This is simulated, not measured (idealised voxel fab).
process module | voxel trench capacitor
cross-section cut | 290 nm wide | cells 5 nm
A cross-section is a grid of square cells, given in bands from the top down. A band is one or more rows of cells.
Each band's line starts with the height of the band's top and of its bottom, in nm. Then come its materials from left to right, each with its width in nm. One material with "throughout" fills the band from edge to edge. "air" is empty space.
Height 0 is the level under which the wafer as received is all one material. The lowest band goes on downwards, as in "0 down".
A width such as "30 to 40" changes by the same amount from each row of cells to the next, from the band's top row to its bottom row.
"no change" after a step means that no cell of the cross-section changed.
closed voids: empty space of 8 cells or more with no open way to the top, each as width x height at its distance from the left edge, in nm
after a step's settings: what the simulator itself notes on the step
overlay nm, on a step with a mask: how far to the right of its planned place the mask lay; to the left if negative
plan
1 op RECEIVE | material Si
2 op CONFORMAL_DEP | material SiN | thk nm 10
3 op PATTERN | tone open | mask id TRENCH | material resist | width nm 15 | pitch nm 35 | thk nm 15 | overlay nm 0
4 op DIRECTIONAL_ETCH | etch materials SiN | depth nm 5
5 op DIRECTIONAL_ETCH | etch materials Si | depth nm 25
6 op STRIP | etch materials resist
7 op CONFORMAL_DEP | material Al2O3 | thk nm 5
8 op FILL_DEP | material polySi | thk nm 10
9 op CMP | height nm 10
varied across the wafers: depth nm of step 4. The plan shows the first wafer's value. All wafers start alike
first wafer as received, after step 1
  0 down: Si throughout
  closed voids: none
each wafer at the end: cells of each material gained (+) or lost (-) since it was received, then its closed voids
depth nm 5 | +9 Al2O3 | +107 SiN | closed voids: none
depth nm 10 | +45 Al2O3 | -45 Si | +98 SiN | +18 polySi | closed voids: none
depth nm 15 | +45 Al2O3 | -45 Si | +98 SiN | +18 polySi | closed voids: none
depth nm 20 | +45 Al2O3 | -45 Si | +98 SiN | +18 polySi | closed voids: none
depth nm 25 | +45 Al2O3 | -45 Si | +98 SiN | +18 polySi | closed voids: none
